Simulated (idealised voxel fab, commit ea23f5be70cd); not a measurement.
This is a process module. Its name is voxel trench capacitor.
Square cell edge 5 nm, section width 285 nm, ID cut.
Bands, listed from the top down, are how a cross-section gets written in this document; the cross-section itself is a grid of square cells, and a band is one or more rows of them. Heights first: top, then bottom, in nm. Then materials, left to right, each with a width in nm. "all across" on a single material: fills the band edge to edge. "empty": empty space. Height datum 0, below which the as-received substrate wafer is one material. Lowest band open at the bottom, running downward: "0..down". Read "30->40" as a graded width: first number on top, second number at the bottom, same change between each pair of neighbouring rows. The designation "nothing was modified", where it is given for a processing step, indicates that no cell of the cross-section was altered in the course of that step. The list in "Closed void roster" covers empty spaces of 8 cells or more that cannot reach the top through any open way, and it gives each as width x height at distance; the distance is from the left edge, and width, height and distance are in nm. Note: text after step settings on the step line = simulator remark on that step. overlay nm, on a step with a mask: how far to the right of its planned place the mask lay; to the left if negative.
[plan]
step 1: RECEIVE with material Si
step 2: CONFORMAL_DEP with material SiN, thk nm 5
step 3: DIRECTIONAL_DEP with material aC, thk nm 10
step 4: PATTERN with tone open, mask id TRENCH, material resist, width nm 30, pitch nm 60, thk nm 25, overlay nm 0
step 5: DIRECTIONAL_ETCH with etch materials aC, depth nm 10
step 6: STRIP with etch materials resist
step 7: DIRECTIONAL_ETCH with etch materials SiN, depth nm 5
step 8: DIRECTIONAL_ETCH with etch materials Si, depth nm 30
step 9: STRIP with etch materials aC
step 10: CONFORMAL_DEP with material HfO2, thk nm 5
step 11: CONFORMAL_DEP with material TiN, thk nm 5
step 12: FILL_DEP with material W, thk nm 10
step 13: CMP with height nm 5
[The cross-section here shows the wafer as received, i.e. in its state after step 1]
0..down  Si all across
Closed void roster: none
[Figure: cross-sectional view of the wafer upon completion of the module, processed from the initial state and according to the plan depicted above, with one error introduced during execution]
5..0  W=25  TiN=5  HfO2=5  SiN=30  HfO2=5  TiN=5  W=10  TiN=5  HfO2=5  SiN=30  HfO2=5  TiN=5  W=10  TiN=5  HfO2=5  SiN=30  HfO2=5  TiN=5  W=10  TiN=5  HfO2=5  SiN=30  HfO2=5  TiN=5  W=30
0..-20  W=25  TiN=5  HfO2=5  Si=30  HfO2=5  TiN=5  W=10  TiN=5  HfO2=5  Si=30  HfO2=5  TiN=5  W=10  TiN=5  HfO2=5  Si=30  HfO2=5  TiN=5  W=10  TiN=5  HfO2=5  Si=30  HfO2=5  TiN=5  W=30
-20..-25  TiN=30  HfO2=5  Si=30  HfO2=5  TiN=20  HfO2=5  Si=30  HfO2=5  TiN=20  HfO2=5  Si=30  HfO2=5  TiN=20  HfO2=5  Si=30  HfO2=5  TiN=35
-25..-30  HfO2=35  Si=30  HfO2=30  Si=30  HfO2=30  Si=30  HfO2=30  Si=30  HfO2=40
-30..down  Si all across
Closed void roster: none
The mistake made against the process plan was this: step 4 ran with different settings than intended, the actual operation and settings being PATTERN with tone cover, mask id TRENCH, material resist, width nm 30, pitch nm 60, thk nm 25, overlay nm 0
